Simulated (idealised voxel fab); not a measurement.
process module | voxel trench capacitor
Square cell edge 5 nm, section width 215 nm, ID cut.
Notation: cross-section as square-cell grid; stated in bands, top first, going down; one or more cell rows per band. Quick guide to a band line: top height, bottom height (nm) up front; then every material left to right with its width in nm. Only one material and it's marked "full width"? Then it fills the band edge to edge. And "blank" just means empty space. Ref level 0: as-received wafer is one material below here. Bottom band extends down with no lower bound ("from 0 down"). Quick explanation for "30..40": the width changes in equal steps down the rows of cells, from the first number in the band's top row to the second number in its bottom row. Take "no alteration" at face value: in the step it is given for, the cross-section changed in none of its cells. "Sealed voids": sealed empty spaces, 8 cells or more, no open way to top, listed width x height at distance, with distance from the left edge and width, height and distance in nm. If you see something after the settings on a step's line, that's the simulator's own remark about that step. Regarding "overlay nm": on a step with a mask, it is the distance the mask lay to the right of its planned place; a negative value places it to the left.
Steps planned for the process
1. RECEIVE with material Si
2. CONFORMAL_DEP with material SiN, thk nm 10
3. MASKED_ETCH with tone open, mask id TRENCH, width nm 30, pitch nm 45, etch materials SiN, depth nm 10, overlay nm 0
4. MASKED_ETCH with tone open, mask id TRENCH, width nm 30, pitch nm 45, etch materials Si, depth nm 25, overlay nm 0
5. CONFORMAL_DEP with material Al2O3, thk nm 5
6. CONFORMAL_DEP with material TiN, thk nm 5
7. FILL_DEP with material W, thk nm 5
8. CMP with height nm 10
First of two wafers, processed according to plan
Wafer cross-section on receipt, i.e. after step 1
* from 0 down  Si full width
* Sealed voids: none
After step 2
* from 10 to 0  SiN full width
* Note: structure below 0 unchanged.
After step 3
* from 10 to 0  SiN: 45  blank: 30  SiN: 15  blank: 30  SiN: 15  blank: 30  SiN: 50
* Note: structure below 0 unchanged.
After step 4
* from 10 to 0  SiN: 45  blank: 30  SiN: 15  blank: 30  SiN: 15  blank: 30  SiN: 50
* from 0 to -25  Si: 45  blank: 30  Si: 15  blank: 30  Si: 15  blank: 30  Si: 50
* Note: structure below -25 unchanged.
After step 5
* from 15 to 10  Al2O3: 50  blank: 20  Al2O3: 25  blank: 20  Al2O3: 25  blank: 20  Al2O3: 55
* from 10 to 0  SiN: 45  Al2O3: 5  blank: 20  Al2O3: 5  SiN: 15  Al2O3: 5  blank: 20  Al2O3: 5  SiN: 15  Al2O3: 5  blank: 20  Al2O3: 5  SiN: 50
* from 0 to -20  Si: 45  Al2O3: 5  blank: 20  Al2O3: 5  Si: 15  Al2O3: 5  blank: 20  Al2O3: 5  Si: 15  Al2O3: 5  blank: 20  Al2O3: 5  Si: 50
* from -20 to -25  Si: 45  Al2O3: 30  Si: 15  Al2O3: 30  Si: 15  Al2O3: 30  Si: 50
* Note: structure below -25 unchanged.
After step 6
* from 20 to 15  TiN: 55  blank: 10  TiN: 35  blank: 10  TiN: 35  blank: 10  TiN: 60
* from 15 to 10  Al2O3: 50  TiN: 5  blank: 10  TiN: 5  Al2O3: 25  TiN: 5  blank: 10  TiN: 5  Al2O3: 25  TiN: 5  blank: 10  TiN: 5  Al2O3: 55
* from 10 to 0  SiN: 45  Al2O3: 5  TiN: 5  blank: 10  TiN: 5  Al2O3: 5  SiN: 15  Al2O3: 5  TiN: 5  blank: 10  TiN: 5  Al2O3: 5  SiN: 15  Al2O3: 5  TiN: 5  blank: 10  TiN: 5  Al2O3: 5  SiN: 50
* from 0 to -15  Si: 45  Al2O3: 5  TiN: 5  blank: 10  TiN: 5  Al2O3: 5  Si: 15  Al2O3: 5  TiN: 5  blank: 10  TiN: 5  Al2O3: 5  Si: 15  Al2O3: 5  TiN: 5  blank: 10  TiN: 5  Al2O3: 5  Si: 50
* from -15 to -20  Si: 45  Al2O3: 5  TiN: 20  Al2O3: 5  Si: 15  Al2O3: 5  TiN: 20  Al2O3: 5  Si: 15  Al2O3: 5  TiN: 20  Al2O3: 5  Si: 50
* Note: structure below -20 unchanged.
After step 7
* from 25 to 20  W full width
* from 20 to 15  TiN: 55  W: 10  TiN: 35  W: 10  TiN: 35  W: 10  TiN: 60
* from 15 to 10  Al2O3: 50  TiN: 5  W: 10  TiN: 5  Al2O3: 25  TiN: 5  W: 10  TiN: 5  Al2O3: 25  TiN: 5  W: 10  TiN: 5  Al2O3: 55
* from 10 to 0  SiN: 45  Al2O3: 5  TiN: 5  W: 10  TiN: 5  Al2O3: 5  SiN: 15  Al2O3: 5  TiN: 5  W: 10  TiN: 5  Al2O3: 5  SiN: 15  Al2O3: 5  TiN: 5  W: 10  TiN: 5  Al2O3: 5  SiN: 50
* from 0 to -15  Si: 45  Al2O3: 5  TiN: 5  W: 10  TiN: 5  Al2O3: 5  Si: 15  Al2O3: 5  TiN: 5  W: 10  TiN: 5  Al2O3: 5  Si: 15  Al2O3: 5  TiN: 5  W: 10  TiN: 5  Al2O3: 5  Si: 50
* Note: structure below -15 unchanged.
After step 8
* from 10 to 0  SiN: 45  Al2O3: 5  TiN: 5  W: 10  TiN: 5  Al2O3: 5  SiN: 15  Al2O3: 5  TiN: 5  W: 10  TiN: 5  Al2O3: 5  SiN: 15  Al2O3: 5  TiN: 5  W: 10  TiN: 5  Al2O3: 5  SiN: 50
* Note: structure below 0 unchanged.
Second of two: same start, same plan, one run error; steps up to and including 3 match the first
Second wafer, section view, time point: scheduled end of step 4
* from 10 to 0  SiN: 45  blank: 30  SiN: 15  blank: 30  SiN: 15  blank: 30  SiN: 50
* from 0 to -50  Si: 45  blank: 30  Si: 15  blank: 30  Si: 15  blank: 30  Si: 50
* Note: structure below -50 unchanged.
Second wafer, section view, time point: scheduled end of step 5
* from 15 to 10  Al2O3: 50  blank: 20  Al2O3: 25  blank: 20  Al2O3: 25  blank: 20  Al2O3: 55
* from 10 to 0  SiN: 45  Al2O3: 5  blank: 20  Al2O3: 5  SiN: 15  Al2O3: 5  blank: 20  Al2O3: 5  SiN: 15  Al2O3: 5  blank: 20  Al2O3: 5  SiN: 50
* from 0 to -45  Si: 45  Al2O3: 5  blank: 20  Al2O3: 5  Si: 15  Al2O3: 5  blank: 20  Al2O3: 5  Si: 15  Al2O3: 5  blank: 20  Al2O3: 5  Si: 50
* from -45 to -50  Si: 45  Al2O3: 30  Si: 15  Al2O3: 30  Si: 15  Al2O3: 30  Si: 50
* Note: structure below -50 unchanged.
Second wafer, section view, time point: scheduled end of step 6
* from 20 to 15  TiN: 55  blank: 10  TiN: 35  blank: 10  TiN: 35  blank: 10  TiN: 60
* from 15 to 10  Al2O3: 50  TiN: 5  blank: 10  TiN: 5  Al2O3: 25  TiN: 5  blank: 10  TiN: 5  Al2O3: 25  TiN: 5  blank: 10  TiN: 5  Al2O3: 55
* from 10 to 0  SiN: 45  Al2O3: 5  TiN: 5  blank: 10  TiN: 5  Al2O3: 5  SiN: 15  Al2O3: 5  TiN: 5  blank: 10  TiN: 5  Al2O3: 5  SiN: 15  Al2O3: 5  TiN: 5  blank: 10  TiN: 5  Al2O3: 5  SiN: 50
* from 0 to -40  Si: 45  Al2O3: 5  TiN: 5  blank: 10  TiN: 5  Al2O3: 5  Si: 15  Al2O3: 5  TiN: 5  blank: 10  TiN: 5  Al2O3: 5  Si: 15  Al2O3: 5  TiN: 5  blank: 10  TiN: 5  Al2O3: 5  Si: 50
* from -40 to -45  Si: 45  Al2O3: 5  TiN: 20  Al2O3: 5  Si: 15  Al2O3: 5  TiN: 20  Al2O3: 5  Si: 15  Al2O3: 5  TiN: 20  Al2O3: 5  Si: 50
* Note: structure below -45 unchanged.
Second wafer, section view, time point: scheduled end of step 7
* from 25 to 20  W full width
* from 20 to 15  TiN: 55  W: 10  TiN: 35  W: 10  TiN: 35  W: 10  TiN: 60
* from 15 to 10  Al2O3: 50  TiN: 5  W: 10  TiN: 5  Al2O3: 25  TiN: 5  W: 10  TiN: 5  Al2O3: 25  TiN: 5  W: 10  TiN: 5  Al2O3: 55
* from 10 to 0  SiN: 45  Al2O3: 5  TiN: 5  W: 10  TiN: 5  Al2O3: 5  SiN: 15  Al2O3: 5  TiN: 5  W: 10  TiN: 5  Al2O3: 5  SiN: 15  Al2O3: 5  TiN: 5  W: 10  TiN: 5  Al2O3: 5  SiN: 50
* from 0 to -40  Si: 45  Al2O3: 5  TiN: 5  W: 10  TiN: 5  Al2O3: 5  Si: 15  Al2O3: 5  TiN: 5  W: 10  TiN: 5  Al2O3: 5  Si: 15  Al2O3: 5  TiN: 5  W: 10  TiN: 5  Al2O3: 5  Si: 50
* Note: structure below -40 unchanged.
Second wafer, section view, time point: scheduled end of step 8
* from 10 to 0  SiN: 45  Al2O3: 5  TiN: 5  W: 10  TiN: 5  Al2O3: 5  SiN: 15  Al2O3: 5  TiN: 5  W: 10  TiN: 5  Al2O3: 5  SiN: 15  Al2O3: 5  TiN: 5  W: 10  TiN: 5  Al2O3: 5  SiN: 50
* Note: structure below 0 unchanged.
It is concluded that the wafer was processed incorrectly with respect to the plan, in that step 4 of the plan was performed twice
Final tally in cells, some materials are higher or lower on the second wafer than on the first: +30 Al2O3 | -90 Si | +30 TiN | +30 W
